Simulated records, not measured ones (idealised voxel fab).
You're looking at the process module voxel tone inversion.
Square cell edge 5 nm, section width 255 nm, ID cut.
Cross-section format: a grid of square cells, given as bands from top to bottom; each band is one or more rows of cells. A band entry consists of two parts. The first gives the height of the band's top and the height of its bottom, in nm. The rest lists the band's materials from left to right, each with its width in nm. A single material labelled with the word "throughout" fills the band from edge to edge, and the word "blank" marks empty space. Heights are expressed relative to 0, this being the level below which the as-received wafer comprises one material exclusively. The lowest band is unbounded in the downward direction and is denoted as in "from 0 down". A width given as "30..40" starts at the first number in the band's top row and ends at the second number in its bottom row, shifting by an equal amount at every step from row to row. Take "nothing altered" at face value: in the step it is given for, the cross-section changed in none of its cells. You'll see "closed voids" listing empty spaces that have no way open to the top, as long as they're 8 cells or more; the notation is width x height at distance, where the distance is from the left edge, and all of it is in nm. What comes after the settings on a step's line is commentary from the simulator itself on that step. overlay nm: for a step with a mask, the amount by which the mask lay right of where it was planned; a negative amount means left of it.
-- Set out below are the planned steps of the process
step 1: RECEIVE with material Si
step 2: CONFORMAL_DEP with material SiN, thk nm 5
step 3: DIRECTIONAL_DEP with material aC, thk nm 25
step 4: PATTERN with tone cover, mask id POSTS, material resist, width nm 15, pitch nm 35, thk nm 35, overlay nm -15
step 5: DIRECTIONAL_ETCH with etch materials aC, depth nm 25
step 6: STRIP with etch materials resist
step 7: FILL_DEP with material lowk, thk nm 10
step 8: CMP with height nm 30
step 9: STRIP with etch materials aC
step 10: CONFORMAL_DEP with material TiN, thk nm 5
step 11: FILL_DEP with material Cu, thk nm 10
step 12: CMP with height nm 30
step 13: CONFORMAL_DEP with material SiN, thk nm 5
Keep in mind the plan's value for the overlay nm of step 4 comes from the first wafer; the wafers don't share that setting, but they do share the same starting point.
-- Received condition of the first of several wafers, sectioned: post-step 1
    from 0 down = Si throughout
    closed voids: none
-- Quick look at the cross-section of the first of several wafers after step 13, which wraps up the module
    from 35 to 30 = SiN throughout
    from 30 to 10 = 85 of lowk; 5 of TiN; 5 of Cu; 5 of TiN; 20 of lowk; 5 of TiN; 5 of Cu; 5 of TiN; 120 of lowk
    from 10 to 5 = 85 of lowk; 15 of TiN; 20 of lowk; 15 of TiN; 120 of lowk
    from 5 to 0 = SiN throughout
    from 0 down = Si throughout
    closed voids: none
-- Cross-section, last wafer, module completion
    from 35 to 30 = SiN throughout
    from 30 to 10 = 115 of lowk; 5 of TiN; 5 of Cu; 5 of TiN; 20 of lowk; 5 of TiN; 5 of Cu; 5 of TiN; 90 of lowk
    from 10 to 5 = 115 of lowk; 15 of TiN; 20 of lowk; 15 of TiN; 90 of lowk
    from 5 to 0 = SiN throughout
    from 0 down = Si throughout
    closed voids: none
-- The rows of the table below are wafers. Looking at the end of the module, a row counts, for every material, the cells the wafer has gained, shown as (+), or lost, shown as (-), since it was received; its closed voids come next
overlay nm -15; +8 Cu; +102 SiN; +22 TiN; +225 lowk; closed voids: none
overlay nm -10; +8 Cu; +102 SiN; +22 TiN; +225 lowk; closed voids: none
overlay nm -5; +8 Cu; +102 SiN; +22 TiN; +225 lowk; closed voids: none
overlay nm 0; +8 Cu; +102 SiN; +22 TiN; +225 lowk; closed voids: none
overlay nm 5; +8 Cu; +102 SiN; +22 TiN; +225 lowk; closed voids: none
overlay nm 10; +8 Cu; +102 SiN; +22 TiN; +225 lowk; closed voids: none
overlay nm 15; +8 Cu; +102 SiN; +22 TiN; +225 lowk; closed voids: none
